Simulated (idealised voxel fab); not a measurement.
Title: Process Module voxel wiring stack
Each square cell in cross-section cut measures 5 nm, and the section as a whole is 255 nm wide.
The cross-sections in this document take the form of a grid made of square cells. They are written out as bands, in order from top to bottom. Each band consists of one or more rows of cells. Top, bottom (nm), then materials left to right with widths (nm); lone material tagged "full width" fills the whole band edge to edge; "empty" = empty space. Heights are expressed relative to 0, this being the level below which the as-received wafer comprises one material exclusively. The lowest band is unbounded in the downward direction and is denoted as in "from 0 down". Width spec "30..40" -> top row of cells at first value, bottom row at second value, equal per-row change in between. Where the words "nothing altered" appear for a step, the cross-section shows no cell changed by that step; every cell remained as before. Voids not open to the top, 8 cells minimum: see "Encapsulated voids". Written width x height at distance; distance is from the left edge; nm. Text after the settings on a step's line: the simulator's own remark on that step. overlay nm, on a step with a mask: how far to the right of its planned place the mask lay; to the left if negative.
Here's what the planned process steps look like:
1,RECEIVE: material Si
2,CONFORMAL_DEP: material SiO2, thk nm 15
3,DIRECTIONAL_DEP: material TiN, thk nm 5
4,DIRECTIONAL_DEP: material Ru, thk nm 20
5,MASKED_ETCH: tone cover, mask id METAL_1, width nm 30, pitch nm 60, etch materials Ru, depth nm 20, overlay nm 0
6,MASKED_ETCH: tone cover, mask id METAL_1, width nm 30, pitch nm 60, etch materials TiN, depth nm 5, overlay nm 0
7,CONFORMAL_DEP: material SiN, thk nm 5
8,FILL_DEP: material SiO2, thk nm 10
9,CMP: height nm 40
10,CONFORMAL_DEP: material SiCN, thk nm 5
11,DIRECTIONAL_DEP: material lowk, thk nm 30
12,PATTERN: tone open, mask id METAL_2, material resist, width nm 30, pitch nm 60, thk nm 15, overlay nm 0
13,DIRECTIONAL_ETCH: etch materials lowk, depth nm 20
14,STRIP: etch materials resist
15,MASKED_ETCH: tone open, mask id METAL_2_HOLES, width nm 15, pitch nm 120, etch materials lowk, depth nm 10, overlay nm 0
16,MASKED_ETCH: tone open, mask id METAL_2_HOLES, width nm 15, pitch nm 120, etch materials SiCN, depth nm 5, overlay nm 0
17,CONFORMAL_DEP: material TiN, thk nm 5
18,FILL_DEP: material Cu, thk nm 5
19,CMP: height nm 75
20,CONFORMAL_DEP: material SiCN, thk nm 5
21,DIRECTIONAL_DEP: material SiO2, thk nm 30
22,MASKED_ETCH: tone open, mask id METAL_3, width nm 30, pitch nm 60, etch materials SiO2, depth nm 15, overlay nm 0
23,MASKED_ETCH: tone open, mask id METAL_3_HOLES, width nm 15, pitch nm 120, etch materials SiO2, depth nm 15, overlay nm 0
24,MASKED_ETCH: tone open, mask id METAL_3_HOLES, width nm 15, pitch nm 120, etch materials SiCN, depth nm 5, overlay nm 0
25,CONFORMAL_DEP: material TiN, thk nm 5
26,FILL_DEP: material Cu, thk nm 10
27,CMP: height nm 110
28,CONFORMAL_DEP: material SiCN, thk nm 5
29,DIRECTIONAL_DEP: material SiO2, thk nm 30
30,PATTERN: tone open, mask id METAL_4, material resist, width nm 30, pitch nm 60, thk nm 15, overlay nm 0
31,DIRECTIONAL_ETCH: etch materials SiO2, depth nm 15
32,STRIP: etch materials resist
33,MASKED_ETCH: tone open, mask id METAL_4_HOLES, width nm 15, pitch nm 60, etch materials SiO2, depth nm 15, overlay nm 0
34,MASKED_ETCH: tone open, mask id METAL_4_HOLES, width nm 15, pitch nm 60, etch materials SiCN, depth nm 5, overlay nm 0
35,CONFORMAL_DEP: material TiN, thk nm 5
36,FILL_DEP: material Cu, thk nm 10
37,CMP: height nm 145
38,CONFORMAL_DEP: material SiN, thk nm 5
First wafer of two (run as planned):
Cross-section of the wafer upon arrival, representing the state reached after step 1:
> from 0 down | Si full width
> Encapsulated voids: none
The wafer in cross-section once step 2 is complete:
> from 15 to 0 | SiO2 full width
> Unchanged below 0.
The wafer in cross-section once step 3 is complete:
> from 20 to 15 | TiN full width
> Unchanged below 15.
The wafer in cross-section once step 4 is complete:
> from 40 to 20 | Ru full width
> Unchanged below 20.
The wafer in cross-section once step 5 is complete:
> from 40 to 20 | empty 20, then Ru 30, then empty 30, then Ru 30, then empty 30, then Ru 30, then empty 30, then Ru 30, then empty 25
> Unchanged below 20.
The wafer in cross-section once step 6 is complete:
> from 40 to 20 | empty 20, then Ru 30, then empty 30, then Ru 30, then empty 30, then Ru 30, then empty 30, then Ru 30, then empty 25
> from 20 to 15 | empty 20, then TiN 30, then empty 30, then TiN 30, then empty 30, then TiN 30, then empty 30, then TiN 30, then empty 25
> Unchanged below 15.
The wafer in cross-section once step 7 is complete:
> from 45 to 40 | empty 15, then SiN 40, then empty 20, then SiN 40, then empty 20, then SiN 40, then empty 20, then SiN 40, then empty 20
> from 40 to 20 | empty 15, then SiN 5, then Ru 30, then SiN 5, then empty 20, then SiN 5, then Ru 30, then SiN 5, then empty 20, then SiN 5, then Ru 30, then SiN 5, then empty 20, then SiN 5, then Ru 30, then SiN 5, then empty 20
> from 20 to 15 | SiN 20, then TiN 30, then SiN 30, then TiN 30, then SiN 30, then TiN 30, then SiN 30, then TiN 30, then SiN 25
> Unchanged below 15.
The wafer in cross-section once step 8 is complete:
> from 55 to 45 | SiO2 full width
> from 45 to 40 | SiO2 15, then SiN 40, then SiO2 20, then SiN 40, then SiO2 20, then SiN 40, then SiO2 20, then SiN 40, then SiO2 20
> from 40 to 20 | SiO2 15, then SiN 5, then Ru 30, then SiN 5, then SiO2 20, then SiN 5, then Ru 30, then SiN 5, then SiO2 20, then SiN 5, then Ru 30, then SiN 5, then SiO2 20, then SiN 5, then Ru 30, then SiN 5, then SiO2 20
> Unchanged below 20.
The wafer in cross-section once step 9 is complete:
> from 40 to 20 | SiO2 15, then SiN 5, then Ru 30, then SiN 5, then SiO2 20, then SiN 5, then Ru 30, then SiN 5, then SiO2 20, then SiN 5, then Ru 30, then SiN 5, then SiO2 20, then SiN 5, then Ru 30, then SiN 5, then SiO2 20
> Unchanged below 20.
The wafer in cross-section once step 10 is complete:
> from 45 to 40 | SiCN full width
> Unchanged below 40.
The wafer in cross-section once step 11 is complete:
> from 75 to 45 | lowk full width
> Unchanged below 45.
The wafer in cross-section once step 12 is complete:
> from 90 to 75 | resist 20, then empty 30, then resist 30, then empty 30, then resist 30, then empty 30, then resist 30, then empty 30, then resist 25
> Unchanged below 75.
The wafer in cross-section once step 13 is complete:
> from 90 to 75 | resist 20, then empty 30, then resist 30, then empty 30, then resist 30, then empty 30, then resist 30, then empty 30, then resist 25
> from 75 to 55 | lowk 20, then empty 30, then lowk 30, then empty 30, then lowk 30, then empty 30, then lowk 30, then empty 30, then lowk 25
> Unchanged below 55.
The wafer in cross-section once step 14 is complete:
> from 75 to 55 | lowk 20, then empty 30, then lowk 30, then empty 30, then lowk 30, then empty 30, then lowk 30, then empty 30, then lowk 25
> Unchanged below 55.
The wafer in cross-section once step 15 is complete:
> from 75 to 55 | lowk 20, then empty 30, then lowk 30, then empty 30, then lowk 30, then empty 30, then lowk 30, then empty 30, then lowk 25
> from 55 to 45 | lowk 20, then empty 15, then lowk 105, then empty 15, then lowk 100
> Unchanged below 45.
The wafer in cross-section once step 16 is complete:
> from 75 to 55 | lowk 20, then empty 30, then lowk 30, then empty 30, then lowk 30, then empty 30, then lowk 30, then empty 30, then lowk 25
> from 55 to 45 | lowk 20, then empty 15, then lowk 105, then empty 15, then lowk 100
> from 45 to 40 | SiCN 20, then empty 15, then SiCN 105, then empty 15, then SiCN 100
> Unchanged below 40.
The wafer in cross-section once step 17 is complete:
> from 80 to 75 | TiN 25, then empty 20, then TiN 40, then empty 20, then TiN 40, then empty 20, then TiN 40, then empty 20, then TiN 30
> from 75 to 60 | lowk 20, then TiN 5, then empty 20, then TiN 5, then lowk 30, then TiN 5, then empty 20, then TiN 5, then lowk 30, then TiN 5, then empty 20, then TiN 5, then lowk 30, then TiN 5, then empty 20, then TiN 5, then lowk 25
> from 60 to 55 | lowk 20, then TiN 5, then empty 5, then TiN 20, then lowk 30, then TiN 30, then lowk 30, then TiN 5, then empty 5, then TiN 20, then lowk 30, then TiN 30, then lowk 25
> from 55 to 45 | lowk 20, then TiN 5, then empty 5, then TiN 5, then lowk 105, then TiN 5, then empty 5, then TiN 5, then lowk 100
> from 45 to 40 | SiCN 20, then TiN 15, then SiCN 105, then TiN 15, then SiCN 100
> Unchanged below 40.
The wafer in cross-section once step 18 is complete:
> from 85 to 80 | Cu full width
> from 80 to 75 | TiN 25, then Cu 20, then TiN 40, then Cu 20, then TiN 40, then Cu 20, then TiN 40, then Cu 20, then TiN 30
> from 75 to 60 | lowk 20, then TiN 5, then Cu 20, then TiN 5, then lowk 30, then TiN 5, then Cu 20, then TiN 5, then lowk 30, then TiN 5, then Cu 20, then TiN 5, then lowk 30, then TiN 5, then Cu 20, then TiN 5, then lowk 25
> from 60 to 55 | lowk 20, then TiN 5, then Cu 5, then TiN 20, then lowk 30, then TiN 30, then lowk 30, then TiN 5, then Cu 5, then TiN 20, then lowk 30, then TiN 30, then lowk 25
> from 55 to 45 | lowk 20, then TiN 5, then Cu 5, then TiN 5, then lowk 105, then TiN 5, then Cu 5, then TiN 5, then lowk 100
> Unchanged below 45.
The wafer in cross-section once step 19 is complete:
> from 75 to 60 | lowk 20, then TiN 5, then Cu 20, then TiN 5, then lowk 30, then TiN 5, then Cu 20, then TiN 5, then lowk 30, then TiN 5, then Cu 20, then TiN 5, then lowk 30, then TiN 5, then Cu 20, then TiN 5, then lowk 25
> Unchanged below 60.
The wafer in cross-section once step 20 is complete:
> from 80 to 75 | SiCN full width
> Unchanged below 75.
The wafer in cross-section once step 21 is complete:
> from 110 to 80 | SiO2 full width
> Unchanged below 80.
The wafer in cross-section once step 22 is complete:
> from 110 to 95 | SiO2 20, then empty 30, then SiO2 30, then empty 30, then SiO2 30, then empty 30, then SiO2 30, then empty 30, then SiO2 25
> Unchanged below 95.
The wafer in cross-section once step 23 is complete:
> from 110 to 95 | SiO2 20, then empty 30, then SiO2 30, then empty 30, then SiO2 30, then empty 30, then SiO2 30, then empty 30, then SiO2 25
> from 95 to 80 | SiO2 20, then empty 15, then SiO2 105, then empty 15, then SiO2 100
> Unchanged below 80.
The wafer in cross-section once step 24 is complete:
> from 110 to 95 | SiO2 20, then empty 30, then SiO2 30, then empty 30, then SiO2 30, then empty 30, then SiO2 30, then empty 30, then SiO2 25
> from 95 to 80 | SiO2 20, then empty 15, then SiO2 105, then empty 15, then SiO2 100
> from 80 to 75 | SiCN 20, then empty 15, then SiCN 105, then empty 15, then SiCN 100
> Unchanged below 75.
The wafer in cross-section once step 25 is complete:
> from 115 to 110 | TiN 25, then empty 20, then TiN 40, then empty 20, then TiN 40, then empty 20, then TiN 40, then empty 20, then TiN 30
> from 110 to 100 | SiO2 20, then TiN 5, then empty 20, then TiN 5, then SiO2 30, then TiN 5, then empty 20, then TiN 5, then SiO2 30, then TiN 5, then empty 20, then TiN 5, then SiO2 30, then TiN 5, then empty 20, then TiN 5, then SiO2 25
> from 100 to 95 | SiO2 20, then TiN 5, then empty 5, then TiN 20, then SiO2 30, then TiN 30, then SiO2 30, then TiN 5, then empty 5, then TiN 20, then SiO2 30, then TiN 30, then SiO2 25
> from 95 to 80 | SiO2 20, then TiN 5, then empty 5, then TiN 5, then SiO2 105, then TiN 5, then empty 5, then TiN 5, then SiO2 100
> from 80 to 75 | SiCN 20, then TiN 15, then SiCN 105, then TiN 15, then SiCN 100
> Unchanged below 75.
The wafer in cross-section once step 26 is complete:
> from 125 to 115 | Cu full width
> from 115 to 110 | TiN 25, then Cu 20, then TiN 40, then Cu 20, then TiN 40, then Cu 20, then TiN 40, then Cu 20, then TiN 30
> from 110 to 100 | SiO2 20, then TiN 5, then Cu 20, then TiN 5, then SiO2 30, then TiN 5, then Cu 20, then TiN 5, then SiO2 30, then TiN 5, then Cu 20, then TiN 5, then SiO2 30, then TiN 5, then Cu 20, then TiN 5, then SiO2 25
> from 100 to 95 | SiO2 20, then TiN 5, then Cu 5, then TiN 20, then SiO2 30, then TiN 30, then SiO2 30, then TiN 5, then Cu 5, then TiN 20, then SiO2 30, then TiN 30, then SiO2 25
> from 95 to 80 | SiO2 20, then TiN 5, then Cu 5, then TiN 5, then SiO2 105, then TiN 5, then Cu 5, then TiN 5, then SiO2 100
> Unchanged below 80.
The wafer in cross-section once step 27 is complete:
> from 110 to 100 | SiO2 20, then TiN 5, then Cu 20, then TiN 5, then SiO2 30, then TiN 5, then Cu 20, then TiN 5, then SiO2 30, then TiN 5, then Cu 20, then TiN 5, then SiO2 30, then TiN 5, then Cu 20, then TiN 5, then SiO2 25
> Unchanged below 100.
The wafer in cross-section once step 28 is complete:
> from 115 to 110 | SiCN full width
> Unchanged below 110.
The wafer in cross-section once step 29 is complete:
> from 145 to 115 | SiO2 full width
> Unchanged below 115.
The wafer in cross-section once step 30 is complete:
> from 160 to 145 | resist 20, then empty 30, then resist 30, then empty 30, then resist 30, then empty 30, then resist 30, then empty 30, then resist 25
> Unchanged below 145.
The wafer in cross-section once step 31 is complete:
> from 160 to 145 | resist 20, then empty 30, then resist 30, then empty 30, then resist 30, then empty 30, then resist 30, then empty 30, then resist 25
> from 145 to 130 | SiO2 20, then empty 30, then SiO2 30, then empty 30, then SiO2 30, then empty 30, then SiO2 30, then empty 30, then SiO2 25
> Unchanged below 130.
The wafer in cross-section once step 32 is complete:
> from 145 to 130 | SiO2 20, then empty 30, then SiO2 30, then empty 30, then SiO2 30, then empty 30, then SiO2 30, then empty 30, then SiO2 25
> Unchanged below 130.
The wafer in cross-section once step 33 is complete:
> from 145 to 130 | SiO2 20, then empty 30, then SiO2 30, then empty 30, then SiO2 30, then empty 30, then SiO2 30, then empty 30, then SiO2 25
> from 130 to 115 | SiO2 20, then empty 15, then SiO2 45, then empty 15, then SiO2 45, then empty 15, then SiO2 45, then empty 15, then SiO2 40
> Unchanged below 115.
The wafer in cross-section once step 34 is complete:
> from 145 to 130 | SiO2 20, then empty 30, then SiO2 30, then empty 30, then SiO2 30, then empty 30, then SiO2 30, then empty 30, then SiO2 25
> from 130 to 115 | SiO2 20, then empty 15, then SiO2 45, then empty 15, then SiO2 45, then empty 15, then SiO2 45, then empty 15, then SiO2 40
> from 115 to 110 | SiCN 20, then empty 15, then SiCN 45, then empty 15, then SiCN 45, then empty 15, then SiCN 45, then empty 15, then SiCN 40
> Unchanged below 110.
The wafer in cross-section once step 35 is complete:
> from 150 to 145 | TiN 25, then empty 20, then TiN 40, then empty 20, then TiN 40, then empty 20, then TiN 40, then empty 20, then TiN 30
> from 145 to 135 | SiO2 20, then TiN 5, then empty 20, then TiN 5, then SiO2 30, then TiN 5, then empty 20, then TiN 5, then SiO2 30, then TiN 5, then empty 20, then TiN 5, then SiO2 30, then TiN 5, then empty 20, then TiN 5, then SiO2 25
> from 135 to 130 | SiO2 20, then TiN 5, then empty 5, then TiN 20, then SiO2 30, then TiN 5, then empty 5, then TiN 20, then SiO2 30, then TiN 5, then empty 5, then TiN 20, then SiO2 30, then TiN 5, then empty 5, then TiN 20, then SiO2 25
> from 130 to 115 | SiO2 20, then TiN 5, then empty 5, then TiN 5, then SiO2 45, then TiN 5, then empty 5, then TiN 5, then SiO2 45, then TiN 5, then empty 5, then TiN 5, then SiO2 45, then TiN 5, then empty 5, then TiN 5, then SiO2 40
> from 115 to 110 | SiCN 20, then TiN 15, then SiCN 45, then TiN 15, then SiCN 45, then TiN 15, then SiCN 45, then TiN 15, then SiCN 40
> Unchanged below 110.
The wafer in cross-section once step 36 is complete:
> from 160 to 150 | Cu full width
> from 150 to 145 | TiN 25, then Cu 20, then TiN 40, then Cu 20, then TiN 40, then Cu 20, then TiN 40, then Cu 20, then TiN 30
> from 145 to 135 | SiO2 20, then TiN 5, then Cu 20, then TiN 5, then SiO2 30, then TiN 5, then Cu 20, then TiN 5, then SiO2 30, then TiN 5, then Cu 20, then TiN 5, then SiO2 30, then TiN 5, then Cu 20, then TiN 5, then SiO2 25
> from 135 to 130 | SiO2 20, then TiN 5, then Cu 5, then TiN 20, then SiO2 30, then TiN 5, then Cu 5, then TiN 20, then SiO2 30, then TiN 5, then Cu 5, then TiN 20, then SiO2 30, then TiN 5, then Cu 5, then TiN 20, then SiO2 25
> from 130 to 115 | SiO2 20, then TiN 5, then Cu 5, then TiN 5, then SiO2 45, then TiN 5, then Cu 5, then TiN 5, then SiO2 45, then TiN 5, then Cu 5, then TiN 5, then SiO2 45, then TiN 5, then Cu 5, then TiN 5, then SiO2 40
> Unchanged below 115.
The wafer in cross-section once step 37 is complete:
> from 145 to 135 | SiO2 20, then TiN 5, then Cu 20, then TiN 5, then SiO2 30, then TiN 5, then Cu 20, then TiN 5, then SiO2 30, then TiN 5, then Cu 20, then TiN 5, then SiO2 30, then TiN 5, then Cu 20, then TiN 5, then SiO2 25
> Unchanged below 135.
The wafer in cross-section once step 38 is complete:
> from 150 to 145 | SiN full width
> Unchanged below 145.
Now the other wafer: same start, same recipe, but we messed up one thing when running it. Up to and including step 10 it's the same as the first one:
The second wafer in cross-section, at the planned close of step 11:
> from 75 to 45 | Ru full width
> Unchanged below 45.
The second wafer in cross-section, at the planned close of step 12:
> from 90 to 75 | resist 20, then empty 30, then resist 30, then empty 30, then resist 30, then empty 30, then resist 30, then empty 30, then resist 25
> Unchanged below 75.
The second wafer in cross-section, at the planned close of step 13: nothing altered
The second wafer in cross-section, at the planned close of step 14:
> from 75 to 45 | Ru full width
> Unchanged below 45.
The second wafer in cross-section, at the planned close of step 15: nothing altered
The second wafer in cross-section, at the planned close of step 16: nothing altered
The second wafer in cross-section, at the planned close of step 17:
> from 80 to 75 | TiN full width
> Unchanged below 75.
The second wafer in cross-section, at the planned close of step 18:
> from 85 to 80 | Cu full width
> Unchanged below 80.
The second wafer in cross-section, at the planned close of step 19:
> from 75 to 45 | Ru full width
> Unchanged below 45.
The second wafer in cross-section, at the planned close of step 20:
> from 80 to 75 | SiCN full width
> Unchanged below 75.
The second wafer in cross-section, at the planned close of step 21:
> from 110 to 80 | SiO2 full width
> Unchanged below 80.
The second wafer in cross-section, at the planned close of step 22:
> from 110 to 95 | SiO2 20, then empty 30, then SiO2 30, then empty 30, then SiO2 30, then empty 30, then SiO2 30, then empty 30, then SiO2 25
> Unchanged below 95.
The second wafer in cross-section, at the planned close of step 23:
> from 110 to 95 | SiO2 20, then empty 30, then SiO2 30, then empty 30, then SiO2 30, then empty 30, then SiO2 30, then empty 30, then SiO2 25
> from 95 to 80 | SiO2 20, then empty 15, then SiO2 105, then empty 15, then SiO2 100
> Unchanged below 80.
The second wafer in cross-section, at the planned close of step 24:
> from 110 to 95 | SiO2 20, then empty 30, then SiO2 30, then empty 30, then SiO2 30, then empty 30, then SiO2 30, then empty 30, then SiO2 25
> from 95 to 80 | SiO2 20, then empty 15, then SiO2 105, then empty 15, then SiO2 100
> from 80 to 75 | SiCN 20, then empty 15, then SiCN 105, then empty 15, then SiCN 100
> Unchanged below 75.
The second wafer in cross-section, at the planned close of step 25:
> from 115 to 110 | TiN 25, then empty 20, then TiN 40, then empty 20, then TiN 40, then empty 20, then TiN 40, then empty 20, then TiN 30
> from 110 to 100 | SiO2 20, then TiN 5, then empty 20, then TiN 5, then SiO2 30, then TiN 5, then empty 20, then TiN 5, then SiO2 30, then TiN 5, then empty 20, then TiN 5, then SiO2 30, then TiN 5, then empty 20, then TiN 5, then SiO2 25
> from 100 to 95 | SiO2 20, then TiN 5, then empty 5, then TiN 20, then SiO2 30, then TiN 30, then SiO2 30, then TiN 5, then empty 5, then TiN 20, then SiO2 30, then TiN 30, then SiO2 25
> from 95 to 80 | SiO2 20, then TiN 5, then empty 5, then TiN 5, then SiO2 105, then TiN 5, then empty 5, then TiN 5, then SiO2 100
> from 80 to 75 | SiCN 20, then TiN 15, then SiCN 105, then TiN 15, then SiCN 100
> Unchanged below 75.
The second wafer in cross-section, at the planned close of step 26:
> from 125 to 115 | Cu full width
> from 115 to 110 | TiN 25, then Cu 20, then TiN 40, then Cu 20, then TiN 40, then Cu 20, then TiN 40, then Cu 20, then TiN 30
> from 110 to 100 | SiO2 20, then TiN 5, then Cu 20, then TiN 5, then SiO2 30, then TiN 5, then Cu 20, then TiN 5, then SiO2 30, then TiN 5, then Cu 20, then TiN 5, then SiO2 30, then TiN 5, then Cu 20, then TiN 5, then SiO2 25
> from 100 to 95 | SiO2 20, then TiN 5, then Cu 5, then TiN 20, then SiO2 30, then TiN 30, then SiO2 30, then TiN 5, then Cu 5, then TiN 20, then SiO2 30, then TiN 30, then SiO2 25
> from 95 to 80 | SiO2 20, then TiN 5, then Cu 5, then TiN 5, then SiO2 105, then TiN 5, then Cu 5, then TiN 5, then SiO2 100
> Unchanged below 80.
The second wafer in cross-section, at the planned close of step 27:
> from 110 to 100 | SiO2 20, then TiN 5, then Cu 20, then TiN 5, then SiO2 30, then TiN 5, then Cu 20, then TiN 5, then SiO2 30, then TiN 5, then Cu 20, then TiN 5, then SiO2 30, then TiN 5, then Cu 20, then TiN 5, then SiO2 25
> Unchanged below 100.
The second wafer in cross-section, at the planned close of step 28:
> from 115 to 110 | SiCN full width
> Unchanged below 110.
The second wafer in cross-section, at the planned close of step 29:
> from 145 to 115 | SiO2 full width
> Unchanged below 115.
The second wafer in cross-section, at the planned close of step 30:
> from 160 to 145 | resist 20, then empty 30, then resist 30, then empty 30, then resist 30, then empty 30, then resist 30, then empty 30, then resist 25
> Unchanged below 145.
The second wafer in cross-section, at the planned close of step 31:
> from 160 to 145 | resist 20, then empty 30, then resist 30, then empty 30, then resist 30, then empty 30, then resist 30, then empty 30, then resist 25
> from 145 to 130 | SiO2 20, then empty 30, then SiO2 30, then empty 30, then SiO2 30, then empty 30, then SiO2 30, then empty 30, then SiO2 25
> Unchanged below 130.
The second wafer in cross-section, at the planned close of step 32:
> from 145 to 130 | SiO2 20, then empty 30, then SiO2 30, then empty 30, then SiO2 30, then empty 30, then SiO2 30, then empty 30, then SiO2 25
> Unchanged below 130.
The second wafer in cross-section, at the planned close of step 33:
> from 145 to 130 | SiO2 20, then empty 30, then SiO2 30, then empty 30, then SiO2 30, then empty 30, then SiO2 30, then empty 30, then SiO2 25
> from 130 to 115 | SiO2 20, then empty 15, then SiO2 45, then empty 15, then SiO2 45, then empty 15, then SiO2 45, then empty 15, then SiO2 40
> Unchanged below 115.
The second wafer in cross-section, at the planned close of step 34:
> from 145 to 130 | SiO2 20, then empty 30, then SiO2 30, then empty 30, then SiO2 30, then empty 30, then SiO2 30, then empty 30, then SiO2 25
> from 130 to 115 | SiO2 20, then empty 15, then SiO2 45, then empty 15, then SiO2 45, then empty 15, then SiO2 45, then empty 15, then SiO2 40
> from 115 to 110 | SiCN 20, then empty 15, then SiCN 45, then empty 15, then SiCN 45, then empty 15, then SiCN 45, then empty 15, then SiCN 40
> Unchanged below 110.
The second wafer in cross-section, at the planned close of step 35:
> from 150 to 145 | TiN 25, then empty 20, then TiN 40, then empty 20, then TiN 40, then empty 20, then TiN 40, then empty 20, then TiN 30
> from 145 to 135 | SiO2 20, then TiN 5, then empty 20, then TiN 5, then SiO2 30, then TiN 5, then empty 20, then TiN 5, then SiO2 30, then TiN 5, then empty 20, then TiN 5, then SiO2 30, then TiN 5, then empty 20, then TiN 5, then SiO2 25
> from 135 to 130 | SiO2 20, then TiN 5, then empty 5, then TiN 20, then SiO2 30, then TiN 5, then empty 5, then TiN 20, then SiO2 30, then TiN 5, then empty 5, then TiN 20, then SiO2 30, then TiN 5, then empty 5, then TiN 20, then SiO2 25
> from 130 to 115 | SiO2 20, then TiN 5, then empty 5, then TiN 5, then SiO2 45, then TiN 5, then empty 5, then TiN 5, then SiO2 45, then TiN 5, then empty 5, then TiN 5, then SiO2 45, then TiN 5, then empty 5, then TiN 5, then SiO2 40
> from 115 to 110 | SiCN 20, then TiN 15, then SiCN 45, then TiN 15, then SiCN 45, then TiN 15, then SiCN 45, then TiN 15, then SiCN 40
> Unchanged below 110.
The second wafer in cross-section, at the planned close of step 36:
> from 160 to 150 | Cu full width
> from 150 to 145 | TiN 25, then Cu 20, then TiN 40, then Cu 20, then TiN 40, then Cu 20, then TiN 40, then Cu 20, then TiN 30
> from 145 to 135 | SiO2 20, then TiN 5, then Cu 20, then TiN 5, then SiO2 30, then TiN 5, then Cu 20, then TiN 5, then SiO2 30, then TiN 5, then Cu 20, then TiN 5, then SiO2 30, then TiN 5, then Cu 20, then TiN 5, then SiO2 25
> from 135 to 130 | SiO2 20, then TiN 5, then Cu 5, then TiN 20, then SiO2 30, then TiN 5, then Cu 5, then TiN 20, then SiO2 30, then TiN 5, then Cu 5, then TiN 20, then SiO2 30, then TiN 5, then Cu 5, then TiN 20, then SiO2 25
> from 130 to 115 | SiO2 20, then TiN 5, then Cu 5, then TiN 5, then SiO2 45, then TiN 5, then Cu 5, then TiN 5, then SiO2 45, then TiN 5, then Cu 5, then TiN 5, then SiO2 45, then TiN 5, then Cu 5, then TiN 5, then SiO2 40
> Unchanged below 115.
The second wafer in cross-section, at the planned close of step 37:
> from 145 to 135 | SiO2 20, then TiN 5, then Cu 20, then TiN 5, then SiO2 30, then TiN 5, then Cu 20, then TiN 5, then SiO2 30, then TiN 5, then Cu 20, then TiN 5, then SiO2 30, then TiN 5, then Cu 20, then TiN 5, then SiO2 25
> Unchanged below 135.
The second wafer in cross-section, at the planned close of step 38:
> from 150 to 145 | SiN full width
> Unchanged below 145.
Short version of what went wrong: for step 11, the planned setting was not used; the step was instead run as DIRECTIONAL_DEP: material Ru, thk nm 30
Final cells, second wafer relative to first, materials higher or lower: Cu: 54 fewer; Ru: 306 more; SiCN: 6 more; TiN: 60 fewer; lowk: 198 fewer
